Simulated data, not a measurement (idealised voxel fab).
The following process module bears the name voxel gate over fins.
FYI the section here is cut, 205 nm wide, cells are 5 nm squares.
Just so we're on the same page, the cross-sections are grids of square cells, and they're listed out in bands top to bottom, each band one or more rows deep. Look at the band entry: it leads with the top's height and the bottom's height in nm. Then it lists the materials left to right, with a width in nm for each. The word "all across" on a single material says that material fills the band edge to edge. The word "blank" is empty space. All heights in this document are referenced to 0, defined as the level beneath which the wafer, as received, consists entirely of one material. The lowest band is not bounded below; it extends indefinitely downward and is written in the form "z 0 and below". A width such as "30->40" changes by the same amount from each row of cells to the next, from the band's top row to its bottom row. When a step is marked "same as before", none of the cells in the cross-section changed during that step. The list in "Sealed-off cavities" covers empty spaces of 8 cells or more that cannot reach the top through any open way, and it gives each as width x height at distance; the distance is from the left edge, and width, height and distance are in nm. Text after the settings on a step's line: the simulator's own remark on that step. A step's line can hold "overlay nm"; with a mask on that step, the setting says how far right of the planned place the mask lay, while a negative setting says it lay to the left.

## Process steps foreseen in the plan
1. RECEIVE | material Si
2. CONFORMAL_DEP | material SiN | thk nm 10
3. PATTERN | tone cover | mask id FINS | material resist | width nm 15 | pitch nm 35 | thk nm 15 | overlay nm 0
4. DIRECTIONAL_ETCH | etch materials SiN | depth nm 10
5. DIRECTIONAL_ETCH | etch materials Si | depth nm 35
6. STRIP | etch materials resist
7. FILL_DEP | material SiO2 | thk nm 10
8. CMP | height nm 10
9. SELECTIVE_ETCH | etch materials SiO2 | depth nm 20
10. STRIP | etch materials SiN
11. CONFORMAL_DEP | material HfO2 | thk nm 5
12. CONFORMAL_DEP | material TiN | thk nm 5
13. FILL_DEP | material W | thk nm 15
14. CMP | height nm 20
15. CONFORMAL_DEP | material SiCN | thk nm 10

## Here's what the wafer looked like in cross-section when it arrived - that's after step 1
  z 0 and below | Si all across
  Sealed-off cavities: none

## Looking at the first of two wafers in cross-section at end of module - ran to plan
  z 30 to 20 | SiCN all across
  z 20 to 10 | W all across
  z 10 to 5 | 30 nm W  140 nm TiN  35 nm W
  z 5 to 0 | 30 nm W  5 nm TiN  25 nm HfO2  10 nm TiN  25 nm HfO2  10 nm TiN  25 nm HfO2  10 nm TiN  25 nm HfO2  5 nm TiN  35 nm W
  z 0 to -5 | 35 nm TiN  5 nm HfO2  15 nm Si  5 nm HfO2  10 nm TiN  5 nm HfO2  15 nm Si  5 nm HfO2  10 nm TiN  5 nm HfO2  15 nm Si  5 nm HfO2  10 nm TiN  5 nm HfO2  15 nm Si  5 nm HfO2  40 nm TiN
  z -5 to -10 | 40 nm HfO2  15 nm Si  20 nm HfO2  15 nm Si  20 nm HfO2  15 nm Si  20 nm HfO2  15 nm Si  45 nm HfO2
  z -10 to -35 | 40 nm SiO2  15 nm Si  20 nm SiO2  15 nm Si  20 nm SiO2  15 nm Si  20 nm SiO2  15 nm Si  45 nm SiO2
  z -35 and below | Si all across
  Sealed-off cavities: none

## second wafer at the end: like start, like plan, one mistake
  z 30 to 20 | SiCN all across
  z 20 to 15 | TiN all across
  z 15 to 10 | 45 nm HfO2  5 nm TiN  30 nm HfO2  5 nm TiN  30 nm HfO2  5 nm TiN  30 nm HfO2  5 nm TiN  50 nm HfO2
  z 10 to 5 | 40 nm W  5 nm HfO2  5 nm TiN  5 nm HfO2  20 nm W  5 nm HfO2  5 nm TiN  5 nm HfO2  20 nm W  5 nm HfO2  5 nm TiN  5 nm HfO2  20 nm W  5 nm HfO2  5 nm TiN  5 nm HfO2  45 nm W
  z 5 to 0 | 40 nm W  15 nm HfO2  20 nm W  15 nm HfO2  20 nm W  15 nm HfO2  20 nm W  15 nm HfO2  45 nm W
  z 0 to -35 | 40 nm W  15 nm Si  20 nm W  15 nm Si  20 nm W  15 nm Si  20 nm W  15 nm Si  45 nm W
  z -35 and below | Si all across
  Sealed-off cavities: none
Diagnosis: step 7 changed vs plan, executed as FILL_DEP | material W | thk nm 10
Final difference in cells, second wafer against first, listed per material as more or fewer: SiO2 -145, TiN -8, W +153
